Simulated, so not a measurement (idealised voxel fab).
process module | voxel trench capacitor
cross-section cut | 200 nm wide | cells 5 nm
A cross-section is a grid of square cells, given in bands from the top down. A band is one or more rows of cells.
Each band's line starts with the height of the band's top and of its bottom, in nm. Then come its materials from left to right, each with its width in nm. One material with "throughout" fills the band from edge to edge. "air" is empty space.
Height 0 is the level under which the wafer as received is all one material. The lowest band goes on downwards, as in "0 down".
A width such as "30 to 40" changes by the same amount from each row of cells to the next, from the band's top row to its bottom row.
"no change" after a step means that no cell of the cross-section changed.
closed voids: empty space of 8 cells or more with no open way to the top, each as width x height at its distance from the left edge, in nm
after a step's settings: what the simulator itself notes on the step
overlay nm, on a step with a mask: how far to the right of its planned place the mask lay; to the left if negative
plan
1 op RECEIVE | material Si
2 op CONFORMAL_DEP | material SiN | thk nm 5
3 op PATTERN | tone open | mask id TRENCH | material resist | width nm 30 | pitch nm 45 | thk nm 15 | overlay nm -15
4 op DIRECTIONAL_ETCH | etch materials SiN | depth nm 5
5 op DIRECTIONAL_ETCH | etch materials Si | depth nm 35
6 op STRIP | etch materials resist
7 op CONFORMAL_DEP | material Al2O3 | thk nm 5
8 op CONFORMAL_DEP | material TiN | thk nm 5
9 op FILL_DEP | material W | thk nm 5
10 op CMP | height nm 5
varied across the wafers: overlay nm of step 3. The plan shows the first wafer's value. All wafers start alike
first wafer as received, after step 1
  0 down: Si throughout
  closed voids: none
each wafer at the end: cells of each material gained (+) or lost (-) since it was received, then its closed voids
overlay nm -15 | +40 Al2O3 | -84 Si | +28 SiN | +32 TiN | +24 W | closed voids: none
overlay nm -10 | +40 Al2O3 | -84 Si | +28 SiN | +32 TiN | +24 W | closed voids: none
overlay nm -5 | +40 Al2O3 | -84 Si | +28 SiN | +32 TiN | +24 W | closed voids: none
overlay nm 0 | +40 Al2O3 | -84 Si | +28 SiN | +32 TiN | +24 W | closed voids: none
overlay nm 5 | +40 Al2O3 | -84 Si | +28 SiN | +32 TiN | +24 W | closed voids: none
overlay nm 10 | +40 Al2O3 | -84 Si | +28 SiN | +32 TiN | +24 W | closed voids: none
overlay nm 15 | +40 Al2O3 | -84 Si | +28 SiN | +32 TiN | +24 W | closed voids: none
